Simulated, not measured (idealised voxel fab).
process module | voxel released beams
Section cut is 150 nm wide and gridded with 5 nm square cells.
Each cross-section below is a grid of square cells, stated as bands in top-down order, with one or more rows of cells making up each band. Band: top height; bottom height; in nm. Then, left to right: material with width in nm, for each material. "everywhere": a single material spanning edge to edge. "empty": empty space. Note: height 0 marks the level under which the wafer is uniformly one material as received. Lowest band unbounded below, written "top 0, no bottom". So if you see something like "30..40" for the width, read it as the top row of the band sitting at the first number and the bottom row at the second, with every row in between moving by the same amount as the last. Given "nothing got changed" for a step, no cell of the cross-section differs between before and after that step. Heads up: "Enclosed void entries" only lists the empty pockets with no open path to the top that are 8 cells or more, and it writes them as width x height at distance, distance from the left edge, in nm. Whatever follows a step's settings on its line is a remark the simulator itself makes about that step. overlay nm: where the mask lay relative to plan, measured to the right, on steps with a mask; negatives go left.
# Process steps (planned)
1. RECEIVE,material Si
2. CONFORMAL_DEP,material SiN,thk nm 10
3. DIRECTIONAL_DEP,material SiO2,thk nm 20
4. DIRECTIONAL_DEP,material aC,thk nm 15
5. PATTERN,tone open,mask id ANCHOR,material resist,width nm 25,thk nm 30,overlay nm 0
6. DIRECTIONAL_ETCH,etch materials aC,depth nm 15
7. STRIP,etch materials resist
8. DIRECTIONAL_ETCH,etch materials SiO2,depth nm 20
9. STRIP,etch materials aC
10. CONFORMAL_DEP,material TiN,thk nm 10
11. MASKED_ETCH,tone cover,mask id BEAM,width nm 85,etch materials TiN,depth nm 10,overlay nm 0
12. STRIP,etch materials SiO2
# Of two wafers, the first: run according to plan
# Cross-sectional view of the wafer in its as-received condition, corresponding to the state after step 1
* top 0, no bottom | Si everywhere
* Enclosed void entries: none
# Take a look at the wafer's cross-section after step 2
* top 10, bottom 0 | SiN everywhere
* below 0: unchanged
# Take a look at the wafer's cross-section after step 3
* top 30, bottom 10 | SiO2 everywhere
* below 10: unchanged
# Take a look at the wafer's cross-section after step 4
* top 45, bottom 30 | aC everywhere
* below 30: unchanged
# Take a look at the wafer's cross-section after step 5
* top 75, bottom 45 | 35 of resist, then 25 of empty, then 90 of resist
* below 45: unchanged
# Take a look at the wafer's cross-section after step 6
* top 60, bottom 45 | 35 of resist, then 25 of empty, then 90 of resist
* top 45, bottom 30 | 35 of aC, then 25 of empty, then 90 of aC
* below 30: unchanged
# Take a look at the wafer's cross-section after step 7
* top 45, bottom 30 | 35 of aC, then 25 of empty, then 90 of aC
* below 30: unchanged
# Take a look at the wafer's cross-section after step 8
* top 45, bottom 30 | 35 of aC, then 25 of empty, then 90 of aC
* top 30, bottom 10 | 35 of SiO2, then 25 of empty, then 90 of SiO2
* below 10: unchanged
# Take a look at the wafer's cross-section after step 9
* top 30, bottom 10 | 35 of SiO2, then 25 of empty, then 90 of SiO2
* below 10: unchanged
# Take a look at the wafer's cross-section after step 10
* top 40, bottom 30 | 45 of TiN, then 5 of empty, then 100 of TiN
* top 30, bottom 20 | 35 of SiO2, then 10 of TiN, then 5 of empty, then 10 of TiN, then 90 of SiO2
* top 20, bottom 10 | 35 of SiO2, then 25 of TiN, then 90 of SiO2
* below 10: unchanged
# Take a look at the wafer's cross-section after step 11
* top 40, bottom 30 | 30 of empty, then 15 of TiN, then 5 of empty, then 65 of TiN, then 35 of empty
* below 30: unchanged
# Take a look at the wafer's cross-section after step 12
* top 40, bottom 30 | 30 of empty, then 15 of TiN, then 5 of empty, then 65 of TiN, then 35 of empty
* top 30, bottom 20 | 35 of empty, then 10 of TiN, then 5 of empty, then 10 of TiN, then 90 of empty
* top 20, bottom 10 | 35 of empty, then 25 of TiN, then 90 of empty
* below 10: unchanged
# Okay, second wafer. Nothing different at the start, nothing different in the plan, just one mistake somewhere in the running. As far as step 10, counting that step, it's the first wafer all over again
# X-section, second wafer, when step 11 was due to finish
* top 40, bottom 30 | 25 of empty, then 20 of TiN, then 5 of empty, then 60 of TiN, then 40 of empty
* below 30: unchanged
# X-section, second wafer, when step 12 was due to finish
* top 40, bottom 30 | 25 of empty, then 20 of TiN, then 5 of empty, then 60 of TiN, then 40 of empty
* top 30, bottom 20 | 35 of empty, then 10 of TiN, then 5 of empty, then 10 of TiN, then 90 of empty
* top 20, bottom 10 | 35 of empty, then 25 of TiN, then 90 of empty
* below 10: unchanged
Error vs. plan: contrary to plan, step 11 was performed as MASKED_ETCH,tone cover,mask id BEAM,width nm 85,etch materials TiN,depth nm 10,overlay nm -5
Final wafers compared: equal cell tally per material, rearranged layout.
